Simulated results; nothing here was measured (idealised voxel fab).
The process module presented herein is designated voxel capacitor over wiring.
Each square cell in cross-section cut measures 5 nm, and the section as a whole is 280 nm wide.
A cross-section is written here as square cells arranged in a grid, and it is given in bands from the top down, each band taking up one or more rows of cells.
What a band's entry tells you: where the top is and where the bottom is, as heights in nm, and after that what lies inside, material by material from left to right, each with its width in nm. Empty space is written as the word "air", and a single material marked with the word "throughout" occupies the band from edge to edge.
It should be noted that heights are counted from 0, beneath which the wafer as supplied is of one material throughout, and that the lowest band possesses no lower boundary but continues downward, as written in "top 0, no bottom".
Think of "30..40" as a width that walks from the first number to the second as you go down the band, top row to bottom row, taking equal-sized steps from row to row.
Where a step carries "changes: none", the cross-section came out of it unchanged, cell for cell.
If an empty space has no open way to the top and is at least 8 cells in size, "Completely enclosed voids" lists it, written width x height at distance, where distance is measured from the left edge and every value is in nm.
The remark found on a step's line after its settings is issued by the simulator itself and pertains to that step.
"overlay nm" denotes, for a step that has a mask, the displacement of the mask to the right of its planned place, with negative values corresponding to the left.
# This section lists the process steps that were planned
1: RECEIVE with material Si
2: CONFORMAL_DEP with material SiO2, thk nm 10
3: CONFORMAL_DEP with material SiN, thk nm 5
4: DIRECTIONAL_DEP with material lowk, thk nm 20
5: DIRECTIONAL_DEP with material aC, thk nm 10
6: PATTERN with tone open, mask id METAL_1, material resist, width nm 30, pitch nm 80, thk nm 25, overlay nm 0
7: DIRECTIONAL_ETCH with etch materials aC, depth nm 10
8: STRIP with etch materials resist
9: DIRECTIONAL_ETCH with etch materials lowk, depth nm 20
10: DIRECTIONAL_ETCH with etch materials SiN, depth nm 5
11: STRIP with etch materials aC
12: CONFORMAL_DEP with material TiN, thk nm 5
13: FILL_DEP with material Ru, thk nm 10
14: CMP with height nm 35
15: EPI with material Ru, thk nm 5
16: FILL_DEP with material SiCN, thk nm 5
17: DIRECTIONAL_DEP with material SiO2, thk nm 20
18: PATTERN with tone open, mask id PLUG_1, material resist, width nm 15, thk nm 15, overlay nm 0
19: DIRECTIONAL_ETCH with etch materials SiO2, depth nm 20
20: DIRECTIONAL_ETCH with etch materials SiCN, depth nm 5
21: STRIP with etch materials resist
22: EPI with material Ru, thk nm 10
23: EPI with material Ru, thk nm 10
24: EPI with material Ru, thk nm 5
25: DIRECTIONAL_DEP with material TiN, thk nm 5
26: DIRECTIONAL_DEP with material Al2O3, thk nm 5
27: DIRECTIONAL_DEP with material TiN, thk nm 5
28: MASKED_ETCH with tone cover, mask id UPPER_PLATE, width nm 55, etch materials TiN, depth nm 5, overlay nm 0
29: MASKED_ETCH with tone cover, mask id UPPER_PLATE, width nm 55, etch materials Al2O3, depth nm 5, overlay nm 0
30: PATTERN with tone cover, mask id LOWER_PLATE, material resist, width nm 65, thk nm 20, overlay nm 0
31: DIRECTIONAL_ETCH with etch materials TiN, depth nm 5
32: STRIP with etch materials resist
33: FILL_DEP with material SiO2, thk nm 15
34: CMP with height nm 90
35: PATTERN with tone open, mask id PLUG_2, material resist, width nm 15, thk nm 20, overlay nm 0
36: DIRECTIONAL_ETCH with etch materials SiO2, depth nm 10
37: STRIP with etch materials resist
38: CONFORMAL_DEP with material TiN, thk nm 5
39: FILL_DEP with material W, thk nm 5
40: CMP with height nm 90
41: CONFORMAL_DEP with material SiN, thk nm 5
# as received, after step 1
> top 0, no bottom  Si throughout
> Completely enclosed voids: none
# Here's the wafer cut in cross-section after the module, started and planned just like above, except one thing was done wrong in the run
> top 95, bottom 90  SiN throughout
> top 90, bottom 85  SiO2 110  TiN 5  W 10  TiN 5  SiO2 150
> top 85, bottom 75  SiO2 110..100  TiN 20..55  SiO2 150..125
> top 75, bottom 70  SiO2 100  Al2O3 55  SiO2 125
> top 70, bottom 65  SiO2 95  TiN 65  SiO2 120
> top 65, bottom 45  SiO2 100  Ru 15  SiO2 165
> top 45, bottom 40  SiCN 100  Ru 15  SiCN 165
> top 40, bottom 35  SiCN 80  Ru 40  SiCN 40  Ru 40  SiCN 80
> top 35, bottom 15  lowk 85  TiN 5  Ru 20  TiN 5  lowk 50  TiN 5  Ru 20  TiN 5  lowk 85
> top 15, bottom 10  SiN 85  TiN 30  SiN 50  TiN 30  SiN 85
> top 10, bottom 0  SiO2 throughout
> top 0, no bottom  Si throughout
> Completely enclosed voids: none
Deviation from plan: step 35 did not happen as planned, as run it was PATTERN with tone open, mask id PLUG_2, material resist, width nm 20, thk nm 20, overlay nm 0
